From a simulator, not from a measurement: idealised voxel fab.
Process module heading - voxel transistor to metal
Xsec cut, 185 nm wide, square cell size 5 nm.
Reading order for cross-sections: top band down to bottom band. Underlying form: a grid of square cells. Band size: one or more rows of cells.
Quick guide to a band line: top height, bottom height (nm) up front; then every material left to right with its width in nm. Only one material and it's marked "edge to edge"? Then it fills the band edge to edge. And "empty" just means empty space.
Beneath 0, the wafer as received is one material, and that level is where height counting begins. The lowest band goes on downward without a bottom; it is written like "0 and below".
Width spec "30 to 40" -> top row of cells at first value, bottom row at second value, equal per-row change in between.
"nothing altered" (step): cross-section cells unchanged, all of them.
Each empty space that has no open way to the top and spans at least 8 cells appears under "Internal closed voids" as width x height at distance, the distance counted from the left edge, all in nm.
after a step's settings: what the simulator itself notes on the step
Each step line may optionally specify "overlay nm", which for a step with a mask gives the rightward distance between the mask's planned place and where it lay, a negative value indicating the leftward direction.
List of planned process steps:
| 1 | RECEIVE [material Si] |
| 2 | CONFORMAL_DEP [material SiO2] [thk nm 5] |
| 3 | CONFORMAL_DEP [material SiN] [thk nm 15] |
| 4 | PATTERN [tone cover] [mask id ACTIVE] [material resist] [width nm 105] [thk nm 15] [overlay nm 0] |
| 5 | DIRECTIONAL_ETCH [etch materials SiN] [depth nm 15] |
| 6 | DIRECTIONAL_ETCH [etch materials SiO2] [depth nm 5] |
| 7 | DIRECTIONAL_ETCH [etch materials Si] [depth nm 20] |
| 8 | STRIP [etch materials resist] |
| 9 | FILL_DEP [material SiO2] [thk nm 15] |
| 10 | CMP [height nm 20] |
| 11 | SELECTIVE_ETCH [etch materials SiO2] [depth nm 10] |
| 12 | STRIP [etch materials SiN] |
| 13 | SELECTIVE_ETCH [etch materials SiO2] [depth nm 5] |
| 14 | OXIDIZE [depth nm 5] |
| 15 | DIRECTIONAL_DEP [material polySi] [thk nm 25] |
| 16 | DIRECTIONAL_DEP [material SiCN] [thk nm 10] |
| 17 | DIRECTIONAL_DEP [material aC] [thk nm 15] |
| 18 | PATTERN [tone cover] [mask id GATE] [material resist] [width nm 25] [thk nm 30] [overlay nm 0] |
| 19 | DIRECTIONAL_ETCH [etch materials aC] [depth nm 15] |
| 20 | STRIP [etch materials resist] |
| 21 | DIRECTIONAL_ETCH [etch materials SiCN] [depth nm 20] |
| 22 | DIRECTIONAL_ETCH [etch materials polySi] [depth nm 35] |
| 23 | STRIP [etch materials aC] |
| 24 | CONFORMAL_DEP [material SiO2] [thk nm 5] |
| 25 | DIRECTIONAL_ETCH [etch materials SiO2] [depth nm 5] |
| 26 | CONFORMAL_DEP [material SiN] [thk nm 5] |
| 27 | DIRECTIONAL_ETCH [etch materials SiN] [depth nm 5] |
| 28 | DIRECTIONAL_ETCH [etch materials SiO2] [depth nm 5] |
| 29 | DIRECTIONAL_ETCH [etch materials Si] [depth nm 5] |
| 30 | EPI [material nSi] [thk nm 10] |
| 31 | FILL_DEP [material SiO2] [thk nm 5] |
| 32 | CMP [height nm 25] |
| 33 | STRIP [etch materials polySi] |
| 34 | SELECTIVE_ETCH [etch materials SiO2] [depth nm 5] |
| 35 | CONFORMAL_DEP [material HfO2] [thk nm 5] |
| 36 | CONFORMAL_DEP [material TiN] [thk nm 5] |
| 37 | FILL_DEP [material W] [thk nm 10] |
| 38 | CMP [height nm 20] |
| 39 | DIRECTIONAL_DEP [material SiO2] [thk nm 15] |
| 40 | MASKED_ETCH [tone open] [mask id CONTACT] [width nm 15] [pitch nm 70] [etch materials SiO2] [depth nm 35] [overlay nm 0] |
| 41 | CONFORMAL_DEP [material TiN] [thk nm 5] |
| 42 | FILL_DEP [material Ru] [thk nm 10] |
| 43 | CMP [height nm 35] |
| 44 | CONFORMAL_DEP [material SiCN] [thk nm 5] |
| 45 | DIRECTIONAL_DEP [material lowk] [thk nm 20] |
| 46 | MASKED_ETCH [tone open] [mask id METAL_1] [width nm 15] [pitch nm 70] [etch materials lowk] [depth nm 20] [overlay nm 0] |
| 47 | MASKED_ETCH [tone open] [mask id METAL_1] [width nm 15] [pitch nm 70] [etch materials SiCN] [depth nm 5] [overlay nm 0] |
| 48 | CONFORMAL_DEP [material TiN] [thk nm 5] |
| 49 | FILL_DEP [material Cu] [thk nm 5] |
| 50 | CMP [height nm 60] |
| 51 | EPI [material Ru] [thk nm 5] |
| 52 | FILL_DEP [material SiCN] [thk nm 5] |
| 53 | DIRECTIONAL_DEP [material SiO2] [thk nm 30] |
| 54 | PATTERN [tone open] [mask id METAL_2] [material resist] [width nm 15] [pitch nm 70] [thk nm 15] [overlay nm 0] |
| 55 | DIRECTIONAL_ETCH [etch materials SiO2] [depth nm 20] |
| 56 | STRIP [etch materials resist] |
| 57 | MASKED_ETCH [tone open] [mask id METAL_2_HOLES] [width nm 15] [pitch nm 70] [etch materials SiO2] [depth nm 10] [overlay nm 0] |
| 58 | MASKED_ETCH [tone open] [mask id METAL_2_HOLES] [width nm 15] [pitch nm 70] [etch materials SiCN] [depth nm 5] [overlay nm 0] |
| 59 | CONFORMAL_DEP [material TiN] [thk nm 5] |
| 60 | FILL_DEP [material Ru] [thk nm 5] |
| 61 | CMP [height nm 100] |
| 62 | CONFORMAL_DEP [material SiCN] [thk nm 5] |
Here's what the wafer looked like in cross-section when it arrived - that's after step 1:
0 and below = Si edge to edge
Internal closed voids: none
Figure: cross-sectional view of the wafer upon completion of the module, processed from the initial state and according to the plan depicted above, with one error introduced during execution:
95 down to 90 = SiCN edge to edge
90 down to 70 = 50 nm SiO2  5 nm TiN  5 nm Ru  5 nm TiN  55 nm SiO2  5 nm TiN  5 nm Ru  5 nm TiN  50 nm SiO2
70 down to 65 = 50 nm SiCN  15 nm TiN  55 nm SiCN  15 nm TiN  50 nm SiCN
65 down to 60 = 45 nm SiCN  25 nm Ru  45 nm SiCN  25 nm Ru  45 nm SiCN
60 down to 40 = 50 nm lowk  5 nm TiN  5 nm Cu  5 nm TiN  55 nm lowk  5 nm TiN  5 nm Cu  5 nm TiN  50 nm lowk
40 down to 35 = 50 nm SiCN  15 nm TiN  55 nm SiCN  15 nm TiN  50 nm SiCN
35 down to 20 = 50 nm SiO2  5 nm TiN  5 nm Ru  5 nm TiN  55 nm SiO2  5 nm TiN  5 nm Ru  5 nm TiN  50 nm SiO2
20 down to 10 = 50 nm SiO2  5 nm TiN  5 nm Ru  5 nm TiN  5 nm SiO2  5 nm SiN  5 nm HfO2  5 nm TiN  15 nm W  5 nm TiN  5 nm HfO2  5 nm SiN  5 nm SiO2  5 nm TiN  5 nm Ru  5 nm TiN  50 nm SiO2
10 down to 5 = 50 nm SiO2  15 nm TiN  5 nm SiO2  5 nm SiN  5 nm HfO2  5 nm TiN  15 nm W  5 nm TiN  5 nm HfO2  5 nm SiN  5 nm SiO2  15 nm TiN  50 nm SiO2
5 down to 0 = 40 nm SiO2  5 nm SiN  10 nm nSi  5 nm TiN  10 nm nSi  5 nm SiN  5 nm HfO2  25 nm TiN  5 nm HfO2  5 nm SiN  10 nm nSi  5 nm TiN  10 nm nSi  5 nm SiN  40 nm SiO2
0 down to -5 = 45 nm SiO2  25 nm nSi  5 nm SiO2  35 nm HfO2  5 nm SiO2  25 nm nSi  45 nm SiO2
-5 down to -10 = 40 nm SiO2  5 nm Si  25 nm nSi  45 nm Si  25 nm nSi  5 nm Si  40 nm SiO2
-10 down to -20 = 40 nm SiO2  105 nm Si  40 nm SiO2
-20 and below = Si edge to edge
Internal closed voids: none
The mistake made against the process plan was this: in deviation from the planned setting, step 61 was conducted as CMP [height nm 90]
